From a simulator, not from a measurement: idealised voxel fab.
Documented hereafter: the process module known as voxel capacitor over wiring.
For reference, the cross-section in this document is cut, with width 185 nm and square cells of 5 nm.
When this document writes out a cross-section, it uses a grid of square cells and lists it as bands, beginning at the top and moving down, with a band standing for one or more rows of cells. In this notation a band is specified by the heights of its top and bottom, in that order and in nm, after which its materials appear from left to right, each paired with its width in nm. The word "full width" attached to a single material means that material fills the band from edge to edge; the word "blank" stands for empty space. Below 0: as-received wafer, all one material; heights counted from there. Lowest band: no bottom, goes on down, written "0 nm and below". With a width like "30->40", each row of cells in the band differs from the next by the same amount, the top row carrying the first number and the bottom row the second. You'll sometimes find "remains unaltered" written for a step, and that's the way of saying that nowhere in the cross-section did a cell change during that step. "Sealed void list" means: voids of 8 cells or more that are shut off from the top with no open way through. Written width x height at distance, distance from the left edge, in nm. What comes after the settings on a step's line is commentary from the simulator itself on that step. The "overlay nm" setting may appear on a step's line; for a step that uses a mask, it gives how far to the right of its planned position the mask lay, and a negative value indicates the left.

# Process steps (planned)
1) RECEIVE | material Si
2) CONFORMAL_DEP | material SiO2 | thk nm 10
3) DIRECTIONAL_DEP | material TiN | thk nm 5
4) DIRECTIONAL_DEP | material Ru | thk nm 15
5) PATTERN | tone cover | mask id METAL_1 | material resist | width nm 20 | pitch nm 80 | thk nm 15 | overlay nm 0
6) DIRECTIONAL_ETCH | etch materials Ru | depth nm 15
7) DIRECTIONAL_ETCH | etch materials TiN | depth nm 5
8) STRIP | etch materials resist
9) FILL_DEP | material lowk | thk nm 10
10) CMP | height nm 30
11) CONFORMAL_DEP | material SiCN | thk nm 5
12) DIRECTIONAL_DEP | material SiO2 | thk nm 10
13) DIRECTIONAL_DEP | material aC | thk nm 10
14) PATTERN | tone open | mask id PLUG_1 | material resist | width nm 15 | thk nm 30 | overlay nm 0
15) DIRECTIONAL_ETCH | etch materials aC | depth nm 10
16) STRIP | etch materials resist
17) DIRECTIONAL_ETCH | etch materials SiO2 | depth nm 10
18) DIRECTIONAL_ETCH | etch materials SiCN | depth nm 5
19) STRIP | etch materials aC
20) EPI | material Ru | thk nm 10
21) EPI | material Ru | thk nm 5
22) DIRECTIONAL_DEP | material TiN | thk nm 5
23) DIRECTIONAL_DEP | material SiN | thk nm 5
24) DIRECTIONAL_DEP | material TiN | thk nm 10
25) DIRECTIONAL_DEP | material aC | thk nm 15
26) PATTERN | tone cover | mask id UPPER_PLATE | material resist | width nm 65 | thk nm 30 | overlay nm 0
27) DIRECTIONAL_ETCH | etch materials aC | depth nm 15
28) STRIP | etch materials resist
29) DIRECTIONAL_ETCH | etch materials TiN | depth nm 10
30) DIRECTIONAL_ETCH | etch materials SiN | depth nm 5
31) STRIP | etch materials aC
32) PATTERN | tone cover | mask id LOWER_PLATE | material resist | width nm 75 | thk nm 15 | overlay nm 0
33) DIRECTIONAL_ETCH | etch materials TiN | depth nm 5
34) STRIP | etch materials resist
35) FILL_DEP | material SiO2 | thk nm 20
36) CMP | height nm 80
37) PATTERN | tone open | mask id PLUG_2 | material resist | width nm 15 | thk nm 15 | overlay nm 0
38) DIRECTIONAL_ETCH | etch materials SiO2 | depth nm 15
39) STRIP | etch materials resist
40) CONFORMAL_DEP | material TiN | thk nm 5
41) FILL_DEP | material W | thk nm 5
42) CMP | height nm 80
43) CONFORMAL_DEP | material SiN | thk nm 5

# Received-state cross-section, reflecting completion of step 1
	0 nm and below | Si full width
	Sealed void list: none

# Module complete, cross-section. Starting point and plan per above. One mistake made in running the module
	85 nm to 80 nm | SiN full width
	80 nm to 70 nm | SiO2: 55  TiN: 5  W: 5  TiN: 5  SiO2: 115
	70 nm to 65 nm | SiO2: 55  TiN: 15  SiO2: 115
	65 nm to 55 nm | SiO2: 60  TiN: 50  SiO2: 75
	55 nm to 50 nm | SiO2: 60  SiN: 50  SiO2: 75
	50 nm to 40 nm | SiO2: 40->45  TiN: 75->15  SiO2: 70->125
	40 nm to 35 nm | SiO2: 45  SiN: 15  SiO2: 125
	35 nm to 30 nm | SiCN: 45  TiN: 15  SiCN: 125
	30 nm to 25 nm | lowk full width
	25 nm to 10 nm | lowk: 40  Ru: 20  lowk: 60  Ru: 20  lowk: 45
	10 nm to 0 nm | SiO2 full width
	0 nm and below | Si full width
	Sealed void list: none
Run error: not run: step 3 of the plan (skipped)
